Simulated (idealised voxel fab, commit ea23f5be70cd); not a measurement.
Presented below is a process module, voxel wiring stack.
270 nm wide, 5 nm square cells: that's cross-section cut.
When this document writes out a cross-section, it uses a grid of square cells and lists it as bands, beginning at the top and moving down, with a band standing for one or more rows of cells. The entry gives the band's vertical extent as a top height and a bottom height in nm, then its horizontal make-up as materials from left to right, each with a width in nm. "empty" stands for empty space; a single material marked "throughout" fills the band edge to edge. The reference from which all heights are counted is 0, the level beneath which the as-received wafer is entirely one material; the lowest band, having no lower bound, proceeds downward and is written after the example "0 down". So if you see something like "30 to 40" for the width, read it as the top row of the band sitting at the first number and the bottom row at the second, with every row in between moving by the same amount as the last. "nothing was modified", as given for a step, is the statement that not any cell of the cross-section underwent a change during that step. Reported under the label "Sealed void list" are the empty spaces having no open way to the top and comprising 8 cells or more; the notation for each is width x height at distance, in which the distance is measured from the left edge and all three values are in nm. On a step's line, text after the settings is the simulator commenting on that step. overlay nm: right-of-plan distance of the mask on a masked step; negative values mean left-of-plan.

[Process steps (planned)]
step 1: RECEIVE | material Si
step 2: CONFORMAL_DEP | material SiO2 | thk nm 15
step 3: CONFORMAL_DEP | material SiN | thk nm 5
step 4: DIRECTIONAL_DEP | material lowk | thk nm 15
step 5: PATTERN | tone open | mask id METAL_1 | material resist | width nm 30 | pitch nm 60 | thk nm 20 | overlay nm 0
step 6: DIRECTIONAL_ETCH | etch materials lowk | depth nm 15
step 7: DIRECTIONAL_ETCH | etch materials SiN | depth nm 5
step 8: STRIP | etch materials resist
step 9: CONFORMAL_DEP | material TiN | thk nm 5
step 10: FILL_DEP | material Cu | thk nm 5
step 11: CMP | height nm 35
step 12: CONFORMAL_DEP | material SiCN | thk nm 5
step 13: DIRECTIONAL_DEP | material lowk | thk nm 30
step 14: DIRECTIONAL_DEP | material aC | thk nm 10
step 15: PATTERN | tone open | mask id METAL_2 | material resist | width nm 30 | pitch nm 60 | thk nm 25 | overlay nm 0
step 16: DIRECTIONAL_ETCH | etch materials aC | depth nm 10
step 17: STRIP | etch materials resist
step 18: DIRECTIONAL_ETCH | etch materials lowk | depth nm 20
step 19: STRIP | etch materials aC
step 20: MASKED_ETCH | tone open | mask id METAL_2_HOLES | width nm 15 | pitch nm 60 | etch materials lowk | depth nm 10 | overlay nm 0
step 21: MASKED_ETCH | tone open | mask id METAL_2_HOLES | width nm 15 | pitch nm 60 | etch materials SiCN | depth nm 5 | overlay nm 0
step 22: CONFORMAL_DEP | material TiN | thk nm 5
step 23: FILL_DEP | material Cu | thk nm 5
step 24: CMP | height nm 70
step 25: CONFORMAL_DEP | material SiCN | thk nm 5
step 26: DIRECTIONAL_DEP | material lowk | thk nm 30
step 27: DIRECTIONAL_DEP | material aC | thk nm 10
step 28: PATTERN | tone open | mask id METAL_3_HOLES | material resist | width nm 15 | pitch nm 120 | thk nm 25 | overlay nm 0
step 29: DIRECTIONAL_ETCH | etch materials aC | depth nm 10
step 30: STRIP | etch materials resist
step 31: DIRECTIONAL_ETCH | etch materials lowk | depth nm 30
step 32: STRIP | etch materials aC
step 33: DIRECTIONAL_DEP | material aC | thk nm 10
step 34: PATTERN | tone open | mask id METAL_3 | material resist | width nm 30 | pitch nm 60 | thk nm 25 | overlay nm 0
step 35: DIRECTIONAL_ETCH | etch materials aC | depth nm 10
step 36: STRIP | etch materials resist
step 37: DIRECTIONAL_ETCH | etch materials lowk | depth nm 15
step 38: DIRECTIONAL_ETCH | etch materials SiCN | depth nm 5
step 39: STRIP | etch materials aC
step 40: CONFORMAL_DEP | material TiN | thk nm 5
step 41: FILL_DEP | material Cu | thk nm 5
step 42: CMP | height nm 105
step 43: CONFORMAL_DEP | material SiCN | thk nm 5

[Run as planned: first of two wafers]

[Delivered wafer in cross-section: state after step 1]
> 0 down | Si throughout
> Sealed void list: none

[Cross-section: wafer state after step 2]
> 15 to 0 | SiO2 throughout
> At heights below 0, the structure remains unaltered.

[Cross-section: wafer state after step 3]
> 20 to 15 | SiN throughout
> At heights below 15, the structure remains unaltered.

[Cross-section: wafer state after step 4]
> 35 to 20 | lowk throughout
> At heights below 20, the structure remains unaltered.

[Cross-section: wafer state after step 5]
> 55 to 35 | resist=30, then empty=30, then resist=30, then empty=30, then resist=30, then empty=30, then resist=30, then empty=30, then resist=30
> At heights below 35, the structure remains unaltered.

[Cross-section: wafer state after step 6]
> 55 to 35 | resist=30, then empty=30, then resist=30, then empty=30, then resist=30, then empty=30, then resist=30, then empty=30, then resist=30
> 35 to 20 | lowk=30, then empty=30, then lowk=30, then empty=30, then lowk=30, then empty=30, then lowk=30, then empty=30, then lowk=30
> At heights below 20, the structure remains unaltered.

[Cross-section: wafer state after step 7]
> 55 to 35 | resist=30, then empty=30, then resist=30, then empty=30, then resist=30, then empty=30, then resist=30, then empty=30, then resist=30
> 35 to 20 | lowk=30, then empty=30, then lowk=30, then empty=30, then lowk=30, then empty=30, then lowk=30, then empty=30, then lowk=30
> 20 to 15 | SiN=30, then empty=30, then SiN=30, then empty=30, then SiN=30, then empty=30, then SiN=30, then empty=30, then SiN=30
> At heights below 15, the structure remains unaltered.

[Cross-section: wafer state after step 8]
> 35 to 20 | lowk=30, then empty=30, then lowk=30, then empty=30, then lowk=30, then empty=30, then lowk=30, then empty=30, then lowk=30
> At heights below 20, the structure remains unaltered.

[Cross-section: wafer state after step 9]
> 40 to 35 | TiN=35, then empty=20, then TiN=40, then empty=20, then TiN=40, then empty=20, then TiN=40, then empty=20, then TiN=35
> 35 to 20 | lowk=30, then TiN=5, then empty=20, then TiN=5, then lowk=30, then TiN=5, then empty=20, then TiN=5, then lowk=30, then TiN=5, then empty=20, then TiN=5, then lowk=30, then TiN=5, then empty=20, then TiN=5, then lowk=30
> 20 to 15 | SiN=30, then TiN=30, then SiN=30, then TiN=30, then SiN=30, then TiN=30, then SiN=30, then TiN=30, then SiN=30
> At heights below 15, the structure remains unaltered.

[Cross-section: wafer state after step 10]
> 45 to 40 | Cu throughout
> 40 to 35 | TiN=35, then Cu=20, then TiN=40, then Cu=20, then TiN=40, then Cu=20, then TiN=40, then Cu=20, then TiN=35
> 35 to 20 | lowk=30, then TiN=5, then Cu=20, then TiN=5, then lowk=30, then TiN=5, then Cu=20, then TiN=5, then lowk=30, then TiN=5, then Cu=20, then TiN=5, then lowk=30, then TiN=5, then Cu=20, then TiN=5, then lowk=30
> At heights below 20, the structure remains unaltered.

[Cross-section: wafer state after step 11]
> 35 to 20 | lowk=30, then TiN=5, then Cu=20, then TiN=5, then lowk=30, then TiN=5, then Cu=20, then TiN=5, then lowk=30, then TiN=5, then Cu=20, then TiN=5, then lowk=30, then TiN=5, then Cu=20, then TiN=5, then lowk=30
> At heights below 20, the structure remains unaltered.

[Cross-section: wafer state after step 12]
> 40 to 35 | SiCN throughout
> At heights below 35, the structure remains unaltered.

[Cross-section: wafer state after step 13]
> 70 to 40 | lowk throughout
> At heights below 40, the structure remains unaltered.

[Cross-section: wafer state after step 14]
> 80 to 70 | aC throughout
> At heights below 70, the structure remains unaltered.

[Cross-section: wafer state after step 15]
> 105 to 80 | resist=30, then empty=30, then resist=30, then empty=30, then resist=30, then empty=30, then resist=30, then empty=30, then resist=30
> At heights below 80, the structure remains unaltered.

[Cross-section: wafer state after step 16]
> 95 to 80 | resist=30, then empty=30, then resist=30, then empty=30, then resist=30, then empty=30, then resist=30, then empty=30, then resist=30
> 80 to 70 | aC=30, then empty=30, then aC=30, then empty=30, then aC=30, then empty=30, then aC=30, then empty=30, then aC=30
> At heights below 70, the structure remains unaltered.

[Cross-section: wafer state after step 17]
> 80 to 70 | aC=30, then empty=30, then aC=30, then empty=30, then aC=30, then empty=30, then aC=30, then empty=30, then aC=30
> At heights below 70, the structure remains unaltered.

[Cross-section: wafer state after step 18]
> 80 to 70 | aC=30, then empty=30, then aC=30, then empty=30, then aC=30, then empty=30, then aC=30, then empty=30, then aC=30
> 70 to 50 | lowk=30, then empty=30, then lowk=30, then empty=30, then lowk=30, then empty=30, then lowk=30, then empty=30, then lowk=30
> At heights below 50, the structure remains unaltered.

[Cross-section: wafer state after step 19]
> 70 to 50 | lowk=30, then empty=30, then lowk=30, then empty=30, then lowk=30, then empty=30, then lowk=30, then empty=30, then lowk=30
> At heights below 50, the structure remains unaltered.

[Cross-section: wafer state after step 20]
> 70 to 50 | lowk=30, then empty=30, then lowk=30, then empty=30, then lowk=30, then empty=30, then lowk=30, then empty=30, then lowk=30
> 50 to 40 | lowk=30, then empty=15, then lowk=45, then empty=15, then lowk=45, then empty=15, then lowk=45, then empty=15, then lowk=45
> At heights below 40, the structure remains unaltered.

[Cross-section: wafer state after step 21]
> 70 to 50 | lowk=30, then empty=30, then lowk=30, then empty=30, then lowk=30, then empty=30, then lowk=30, then empty=30, then lowk=30
> 50 to 40 | lowk=30, then empty=15, then lowk=45, then empty=15, then lowk=45, then empty=15, then lowk=45, then empty=15, then lowk=45
> 40 to 35 | SiCN=30, then empty=15, then SiCN=45, then empty=15, then SiCN=45, then empty=15, then SiCN=45, then empty=15, then SiCN=45
> At heights below 35, the structure remains unaltered.

[Cross-section: wafer state after step 22]
> 75 to 70 | TiN=35, then empty=20, then TiN=40, then empty=20, then TiN=40, then empty=20, then TiN=40, then empty=20, then TiN=35
> 70 to 55 | lowk=30, then TiN=5, then empty=20, then TiN=5, then lowk=30, then TiN=5, then empty=20, then TiN=5, then lowk=30, then TiN=5, then empty=20, then TiN=5, then lowk=30, then TiN=5, then empty=20, then TiN=5, then lowk=30
> 55 to 50 | lowk=30, then TiN=5, then empty=5, then TiN=20, then lowk=30, then TiN=5, then empty=5, then TiN=20, then lowk=30, then TiN=5, then empty=5, then TiN=20, then lowk=30, then TiN=5, then empty=5, then TiN=20, then lowk=30
> 50 to 40 | lowk=30, then TiN=5, then empty=5, then TiN=5, then lowk=45, then TiN=5, then empty=5, then TiN=5, then lowk=45, then TiN=5, then empty=5, then TiN=5, then lowk=45, then TiN=5, then empty=5, then TiN=5, then lowk=45
> 40 to 35 | SiCN=30, then TiN=15, then SiCN=45, then TiN=15, then SiCN=45, then TiN=15, then SiCN=45, then TiN=15, then SiCN=45
> At heights below 35, the structure remains unaltered.

[Cross-section: wafer state after step 23]
> 80 to 75 | Cu throughout
> 75 to 70 | TiN=35, then Cu=20, then TiN=40, then Cu=20, then TiN=40, then Cu=20, then TiN=40, then Cu=20, then TiN=35
> 70 to 55 | lowk=30, then TiN=5, then Cu=20, then TiN=5, then lowk=30, then TiN=5, then Cu=20, then TiN=5, then lowk=30, then TiN=5, then Cu=20, then TiN=5, then lowk=30, then TiN=5, then Cu=20, then TiN=5, then lowk=30
> 55 to 50 | lowk=30, then TiN=5, then Cu=5, then TiN=20, then lowk=30, then TiN=5, then Cu=5, then TiN=20, then lowk=30, then TiN=5, then Cu=5, then TiN=20, then lowk=30, then TiN=5, then Cu=5, then TiN=20, then lowk=30
> 50 to 40 | lowk=30, then TiN=5, then Cu=5, then TiN=5, then lowk=45, then TiN=5, then Cu=5, then TiN=5, then lowk=45, then TiN=5, then Cu=5, then TiN=5, then lowk=45, then TiN=5, then Cu=5, then TiN=5, then lowk=45
> At heights below 40, the structure remains unaltered.

[Cross-section: wafer state after step 24]
> 70 to 55 | lowk=30, then TiN=5, then Cu=20, then TiN=5, then lowk=30, then TiN=5, then Cu=20, then TiN=5, then lowk=30, then TiN=5, then Cu=20, then TiN=5, then lowk=30, then TiN=5, then Cu=20, then TiN=5, then lowk=30
> At heights below 55, the structure remains unaltered.

[Cross-section: wafer state after step 25]
> 75 to 70 | SiCN throughout
> At heights below 70, the structure remains unaltered.

[Cross-section: wafer state after step 26]
> 105 to 75 | lowk throughout
> At heights below 75, the structure remains unaltered.

[Cross-section: wafer state after step 27]
> 115 to 105 | aC throughout
> At heights below 105, the structure remains unaltered.

[Cross-section: wafer state after step 28]
> 140 to 115 | resist=30, then empty=15, then resist=105, then empty=15, then resist=105
> At heights below 115, the structure remains unaltered.

[Cross-section: wafer state after step 29]
> 130 to 115 | resist=30, then empty=15, then resist=105, then empty=15, then resist=105
> 115 to 105 | aC=30, then empty=15, then aC=105, then empty=15, then aC=105
> At heights below 105, the structure remains unaltered.

[Cross-section: wafer state after step 30]
> 115 to 105 | aC=30, then empty=15, then aC=105, then empty=15, then aC=105
> At heights below 105, the structure remains unaltered.

[Cross-section: wafer state after step 31]
> 115 to 105 | aC=30, then empty=15, then aC=105, then empty=15, then aC=105
> 105 to 75 | lowk=30, then empty=15, then lowk=105, then empty=15, then lowk=105
> At heights below 75, the structure remains unaltered.

[Cross-section: wafer state after step 32]
> 105 to 75 | lowk=30, then empty=15, then lowk=105, then empty=15, then lowk=105
> At heights below 75, the structure remains unaltered.

[Cross-section: wafer state after step 33]
> 115 to 105 | aC=30, then empty=15, then aC=105, then empty=15, then aC=105
> 105 to 85 | lowk=30, then empty=15, then lowk=105, then empty=15, then lowk=105
> 85 to 75 | lowk=30, then aC=15, then lowk=105, then aC=15, then lowk=105
> At heights below 75, the structure remains unaltered.

[Cross-section: wafer state after step 34]
> 140 to 115 | resist=30, then empty=30, then resist=30, then empty=30, then resist=30, then empty=30, then resist=30, then empty=30, then resist=30
> At heights below 115, the structure remains unaltered.

[Cross-section: wafer state after step 35]
> 130 to 115 | resist=30, then empty=30, then resist=30, then empty=30, then resist=30, then empty=30, then resist=30, then empty=30, then resist=30
> 115 to 105 | aC=30, then empty=30, then aC=30, then empty=30, then aC=30, then empty=30, then aC=30, then empty=30, then aC=30
> 105 to 75 | lowk=30, then empty=15, then lowk=105, then empty=15, then lowk=105
> At heights below 75, the structure remains unaltered.

[Cross-section: wafer state after step 36]
> 115 to 105 | aC=30, then empty=30, then aC=30, then empty=30, then aC=30, then empty=30, then aC=30, then empty=30, then aC=30
> At heights below 105, the structure remains unaltered.

[Cross-section: wafer state after step 37]
> 115 to 105 | aC=30, then empty=30, then aC=30, then empty=30, then aC=30, then empty=30, then aC=30, then empty=30, then aC=30
> 105 to 90 | lowk=30, then empty=30, then lowk=30, then empty=30, then lowk=30, then empty=30, then lowk=30, then empty=30, then lowk=30
> At heights below 90, the structure remains unaltered.

[Cross-section: wafer state after step 38]
> 115 to 105 | aC=30, then empty=30, then aC=30, then empty=30, then aC=30, then empty=30, then aC=30, then empty=30, then aC=30
> 105 to 90 | lowk=30, then empty=30, then lowk=30, then empty=30, then lowk=30, then empty=30, then lowk=30, then empty=30, then lowk=30
> 90 to 75 | lowk=30, then empty=15, then lowk=105, then empty=15, then lowk=105
> 75 to 70 | SiCN=30, then empty=15, then SiCN=105, then empty=15, then SiCN=105
> At heights below 70, the structure remains unaltered.

[Cross-section: wafer state after step 39]
> 105 to 90 | lowk=30, then empty=30, then lowk=30, then empty=30, then lowk=30, then empty=30, then lowk=30, then empty=30, then lowk=30
> At heights below 90, the structure remains unaltered.

[Cross-section: wafer state after step 40]
> 110 to 105 | TiN=35, then empty=20, then TiN=40, then empty=20, then TiN=40, then empty=20, then TiN=40, then empty=20, then TiN=35
> 105 to 95 | lowk=30, then TiN=5, then empty=20, then TiN=5, then lowk=30, then TiN=5, then empty=20, then TiN=5, then lowk=30, then TiN=5, then empty=20, then TiN=5, then lowk=30, then TiN=5, then empty=20, then TiN=5, then lowk=30
> 95 to 90 | lowk=30, then TiN=5, then empty=5, then TiN=20, then lowk=30, then TiN=30, then lowk=30, then TiN=5, then empty=5, then TiN=20, then lowk=30, then TiN=30, then lowk=30
> 90 to 75 | lowk=30, then TiN=5, then empty=5, then TiN=5, then lowk=105, then TiN=5, then empty=5, then TiN=5, then lowk=105
> 75 to 70 | SiCN=30, then TiN=15, then SiCN=105, then TiN=15, then SiCN=105
> At heights below 70, the structure remains unaltered.

[Cross-section: wafer state after step 41]
> 115 to 110 | Cu throughout
> 110 to 105 | TiN=35, then Cu=20, then TiN=40, then Cu=20, then TiN=40, then Cu=20, then TiN=40, then Cu=20, then TiN=35
> 105 to 95 | lowk=30, then TiN=5, then Cu=20, then TiN=5, then lowk=30, then TiN=5, then Cu=20, then TiN=5, then lowk=30, then TiN=5, then Cu=20, then TiN=5, then lowk=30, then TiN=5, then Cu=20, then TiN=5, then lowk=30
> 95 to 90 | lowk=30, then TiN=5, then Cu=5, then TiN=20, then lowk=30, then TiN=30, then lowk=30, then TiN=5, then Cu=5, then TiN=20, then lowk=30, then TiN=30, then lowk=30
> 90 to 75 | lowk=30, then TiN=5, then Cu=5, then TiN=5, then lowk=105, then TiN=5, then Cu=5, then TiN=5, then lowk=105
> At heights below 75, the structure remains unaltered.

[Cross-section: wafer state after step 42]
> 105 to 95 | lowk=30, then TiN=5, then Cu=20, then TiN=5, then lowk=30, then TiN=5, then Cu=20, then TiN=5, then lowk=30, then TiN=5, then Cu=20, then TiN=5, then lowk=30, then TiN=5, then Cu=20, then TiN=5, then lowk=30
> At heights below 95, the structure remains unaltered.

[Cross-section: wafer state after step 43]
> 110 to 105 | SiCN throughout
> At heights below 105, the structure remains unaltered.

[The second wafer began exactly as the first did and followed the same plan, but one mistake was made while running it; through step 36 inclusive, the two wafers are identical]

[Second wafer, cross-section, planned end of step 37]
> 115 to 105 | aC=30, then empty=30, then aC=30, then empty=30, then aC=30, then empty=30, then aC=30, then empty=30, then aC=30
> 105 to 75 | lowk=30, then empty=30, then lowk=30, then empty=30, then lowk=30, then empty=30, then lowk=30, then empty=30, then lowk=30
> At heights below 75, the structure remains unaltered.

[Second wafer, cross-section, planned end of step 38]
> 115 to 105 | aC=30, then empty=30, then aC=30, then empty=30, then aC=30, then empty=30, then aC=30, then empty=30, then aC=30
> 105 to 75 | lowk=30, then empty=30, then lowk=30, then empty=30, then lowk=30, then empty=30, then lowk=30, then empty=30, then lowk=30
> 75 to 70 | SiCN=30, then empty=30, then SiCN=30, then empty=30, then SiCN=30, then empty=30, then SiCN=30, then empty=30, then SiCN=30
> At heights below 70, the structure remains unaltered.

[Second wafer, cross-section, planned end of step 39]
> 105 to 75 | lowk=30, then empty=30, then lowk=30, then empty=30, then lowk=30, then empty=30, then lowk=30, then empty=30, then lowk=30
> At heights below 75, the structure remains unaltered.

[Second wafer, cross-section, planned end of step 40]
> 110 to 105 | TiN=35, then empty=20, then TiN=40, then empty=20, then TiN=40, then empty=20, then TiN=40, then empty=20, then TiN=35
> 105 to 75 | lowk=30, then TiN=5, then empty=20, then TiN=5, then lowk=30, then TiN=5, then empty=20, then TiN=5, then lowk=30, then TiN=5, then empty=20, then TiN=5, then lowk=30, then TiN=5, then empty=20, then TiN=5, then lowk=30
> 75 to 70 | SiCN=30, then TiN=30, then SiCN=30, then TiN=30, then SiCN=30, then TiN=30, then SiCN=30, then TiN=30, then SiCN=30
> At heights below 70, the structure remains unaltered.

[Second wafer, cross-section, planned end of step 41]
> 115 to 110 | Cu throughout
> 110 to 105 | TiN=35, then Cu=20, then TiN=40, then Cu=20, then TiN=40, then Cu=20, then TiN=40, then Cu=20, then TiN=35
> 105 to 75 | lowk=30, then TiN=5, then Cu=20, then TiN=5, then lowk=30, then TiN=5, then Cu=20, then TiN=5, then lowk=30, then TiN=5, then Cu=20, then TiN=5, then lowk=30, then TiN=5, then Cu=20, then TiN=5, then lowk=30
> At heights below 75, the structure remains unaltered.

[Second wafer, cross-section, planned end of step 42]
> 105 to 75 | lowk=30, then TiN=5, then Cu=20, then TiN=5, then lowk=30, then TiN=5, then Cu=20, then TiN=5, then lowk=30, then TiN=5, then Cu=20, then TiN=5, then lowk=30, then TiN=5, then Cu=20, then TiN=5, then lowk=30
> At heights below 75, the structure remains unaltered.

[Second wafer, cross-section, planned end of step 43]
> 110 to 105 | SiCN throughout
> At heights below 105, the structure remains unaltered.
Finding, execution versus plan: the plan's step 37 ran twice
Final difference in cells, second wafer against first, listed per material as more or fewer: Cu +56, SiCN -18, TiN +16, lowk -54
